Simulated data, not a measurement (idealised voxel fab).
Proc. module: voxel gate over fins
Displayed cross-section: cut, width of 295 nm, square cells sized 5 nm.
If you're reading a cross-section in this doc, picture square cells in a grid; it comes to you as bands, top ones listed first down to the bottom, and a band can be one or more rows of cells.
The band entry comprises the height of the band's top followed by the height of its bottom, expressed in nm, and subsequently the band's materials from left to right, each stated together with its width in nm. Where a single material is marked with the word "everywhere", that material fills the band from edge to edge. The word "air" represents empty space.
Measure heights from 0. That's the level where, below it, the as-received wafer is all one material. The lowest band is bottomless and extends downward; write it as in "0 and below".
Per-row width for "30..40": begins at first number (top row of band), ends at second number (bottom row), increment between rows held constant.
"no change" -> step changed no cross-section cell.
Basically, "Enclosed cavity list" tells you about the enclosed voids: empty spaces with no open way to the top, 8 cells or bigger, each written width x height at distance, where distance is from the left edge, all in nm.
Formally, on a step line, whatever follows the settings is a remark that the simulator itself makes on the step.
overlay nm: on a step with a mask, how far right of its planned place the mask lay; negative means left.

# Process steps (planned)
1 RECEIVE [material Si]
2 CONFORMAL_DEP [material SiN] [thk nm 5]
3 MASKED_ETCH [tone cover] [mask id FINS] [width nm 15] [pitch nm 40] [etch materials SiN] [depth nm 5] [overlay nm 0]
4 MASKED_ETCH [tone cover] [mask id FINS] [width nm 15] [pitch nm 40] [etch materials Si] [depth nm 35] [overlay nm 0]
5 OXIDIZE [depth nm 5]
6 FILL_DEP [material SiO2] [thk nm 15]
7 CMP [height nm 5]
8 SELECTIVE_ETCH [etch materials SiO2] [depth nm 15]
9 STRIP [etch materials SiN]
10 CONFORMAL_DEP [material HfO2] [thk nm 5]
11 CONFORMAL_DEP [material TiN] [thk nm 5]
12 CONFORMAL_DEP [material TiAl] [thk nm 5]
13 CONFORMAL_DEP [material TiN] [thk nm 5]
14 FILL_DEP [material W] [thk nm 15]
15 CMP [height nm 30]
16 CONFORMAL_DEP [material SiN] [thk nm 10]
Every wafer here starts from the same state; it is the step 13 thk nm that distinguishes them, and the value the plan gives belongs to the first wafer.

# As-received state after step 1, first of several wafers, cross-section
	0 and below  Si everywhere
	Enclosed cavity list: none

# Cross-section after step 16, the final step of the module, for the first of several wafers
	40 down to 30  SiN everywhere
	30 down to 20  W everywhere
	20 down to 15  105 nm W; 85 nm TiN; 105 nm W
	15 down to 10  105 nm W; 5 nm TiN; 35 nm TiAl; 5 nm TiN; 35 nm TiAl; 5 nm TiN; 105 nm W
	10 down to 5  110 nm TiN; 5 nm TiAl; 25 nm TiN; 5 nm TiAl; 5 nm TiN; 5 nm TiAl; 25 nm TiN; 5 nm TiAl; 110 nm TiN
	5 down to 0  115 nm TiAl; 5 nm TiN; 15 nm HfO2; 5 nm TiN; 15 nm TiAl; 5 nm TiN; 15 nm HfO2; 5 nm TiN; 115 nm TiAl
	0 down to -5  120 nm TiN; 5 nm HfO2; 5 nm Si; 5 nm HfO2; 25 nm TiN; 5 nm HfO2; 5 nm Si; 5 nm HfO2; 120 nm TiN
	-5 down to -10  125 nm HfO2; 5 nm Si; 35 nm HfO2; 5 nm Si; 125 nm HfO2
	-10 down to -40  125 nm SiO2; 5 nm Si; 35 nm SiO2; 5 nm Si; 125 nm SiO2
	-40 and below  Si everywhere
	Enclosed cavity list: none

# End of module, last wafer sectioned
	40 down to 30  SiN everywhere
	30 down to 25  90 nm W; 115 nm TiN; 90 nm W
	25 down to 15  TiN everywhere
	15 down to 10  110 nm TiN; 35 nm TiAl; 5 nm TiN; 35 nm TiAl; 110 nm TiN
	10 down to 5  110 nm TiN; 5 nm TiAl; 25 nm TiN; 5 nm TiAl; 5 nm TiN; 5 nm TiAl; 25 nm TiN; 5 nm TiAl; 110 nm TiN
	5 down to 0  115 nm TiAl; 5 nm TiN; 15 nm HfO2; 5 nm TiN; 15 nm TiAl; 5 nm TiN; 15 nm HfO2; 5 nm TiN; 115 nm TiAl
	0 down to -5  120 nm TiN; 5 nm HfO2; 5 nm Si; 5 nm HfO2; 25 nm TiN; 5 nm HfO2; 5 nm Si; 5 nm HfO2; 120 nm TiN
	-5 down to -10  125 nm HfO2; 5 nm Si; 35 nm HfO2; 5 nm Si; 125 nm HfO2
	-10 down to -40  125 nm SiO2; 5 nm Si; 35 nm SiO2; 5 nm Si; 125 nm SiO2
	-40 and below  Si everywhere
	Enclosed cavity list: none

# Wafer rows, end of module: cells per material gained (+) or lost (-) since receipt; closed voids last
thk nm 5, +67 HfO2, -456 Si, +118 SiN, +342 SiO2, +67 TiAl, +132 TiN, +202 W, Enclosed cavity list: none
thk nm 10, +67 HfO2, -456 Si, +118 SiN, +342 SiO2, +67 TiAl, +195 TiN, +139 W, Enclosed cavity list: none
thk nm 15, +67 HfO2, -456 Si, +118 SiN, +342 SiO2, +67 TiAl, +258 TiN, +76 W, Enclosed cavity list: none
thk nm 20, +67 HfO2, -456 Si, +118 SiN, +342 SiO2, +67 TiAl, +298 TiN, +36 W, Enclosed cavity list: none
